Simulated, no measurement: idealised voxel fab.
Module name: voxel ribs on slabs (process module)
FYI the section here is cut, 295 nm wide, cells are 5 nm squares.
Format of a cross-section: grid, square cells. Given as bands. Order: top down. Band: one or more rows of cells. Each band's line starts with the height of the band's top and of its bottom, in nm. Then come its materials from left to right, each with its width in nm. One material with "everywhere" fills the band from edge to edge. "blank" is empty space. All heights in this document are referenced to 0, defined as the level beneath which the wafer, as received, consists entirely of one material. The lowest band is not bounded below; it extends indefinitely downward and is written in the form "0 nm and below". Quick explanation for "30 to 40": the width changes in equal steps down the rows of cells, from the first number in the band's top row to the second number in its bottom row. "nothing different" means the step left every cell of the cross-section as it was. In the "closed voids" entry, you get each enclosed empty space of 8 cells or more, one with no open way to the top, written width x height at distance, distance from the left edge, in nm. That trailing text on a step's line, after the settings, is the simulator's own remark on the step. overlay nm: step with mask; distance mask lay right of planned place; negative value = left of planned place.

**Steps planned for the process**
- 1: RECEIVE (material Si)
- 2: DIRECTIONAL_DEP (material SiO2; thk nm 20)
- 3: DIRECTIONAL_DEP (material SiN; thk nm 15)
- 4: MASKED_ETCH (tone cover; mask id RIB; width nm 20; etch materials SiN; depth nm 5; overlay nm 0)
- 5: DIRECTIONAL_DEP (material aC; thk nm 15)
- 6: PATTERN (tone cover; mask id SLAB; material resist; width nm 50; thk nm 30; overlay nm 0)
- 7: DIRECTIONAL_ETCH (etch materials aC; depth nm 15)
- 8: STRIP (etch materials resist)
- 9: DIRECTIONAL_ETCH (etch materials SiN; depth nm 10)
- 10: STRIP (etch materials aC)
- 11: FILL_DEP (material SiO2; thk nm 20)
- 12: CMP (height nm 45)
- 13: DIRECTIONAL_DEP (material TiN; thk nm 5)
- 14: PATTERN (tone cover; mask id HEATER; material resist; width nm 30; thk nm 15; overlay nm 0)
- 15: DIRECTIONAL_ETCH (etch materials TiN; depth nm 5)
- 16: STRIP (etch materials resist)
- 17: CONFORMAL_DEP (material SiO2; thk nm 10)

**Step 1 complete: cross-section of the wafer as received**
0 nm and below | Si everywhere
closed voids: none

**Cross-sectional image of the first of two wafers at the end of the module, the run having proceeded as planned**
60 nm to 55 nm | blank 120 nm; SiO2 50 nm; blank 125 nm
55 nm to 50 nm | SiO2 everywhere
50 nm to 45 nm | SiO2 130 nm; TiN 30 nm; SiO2 135 nm
45 nm to 35 nm | SiO2 everywhere
35 nm to 30 nm | SiO2 135 nm; SiN 20 nm; SiO2 140 nm
30 nm to 20 nm | SiO2 120 nm; SiN 50 nm; SiO2 125 nm
20 nm to 0 nm | SiO2 everywhere
0 nm and below | Si everywhere
closed voids: none

**Cross-section at end of module for the second wafer of two, which matched the first in starting point and plan and differed by one mistake in its processing**
60 nm to 55 nm | blank 125 nm; SiO2 50 nm; blank 120 nm
55 nm to 50 nm | SiO2 everywhere
50 nm to 45 nm | SiO2 135 nm; TiN 30 nm; SiO2 130 nm
45 nm to 35 nm | SiO2 everywhere
35 nm to 30 nm | SiO2 135 nm; SiN 20 nm; SiO2 140 nm
30 nm to 20 nm | SiO2 120 nm; SiN 50 nm; SiO2 125 nm
20 nm to 0 nm | SiO2 everywhere
0 nm and below | Si everywhere
closed voids: none
Processing error: step 14 deviated from plan and actually ran as PATTERN (tone cover; mask id HEATER; material resist; width nm 30; thk nm 15; overlay nm 5)
at the end the second wafer has, in cells: as many of each material as the first, in other places
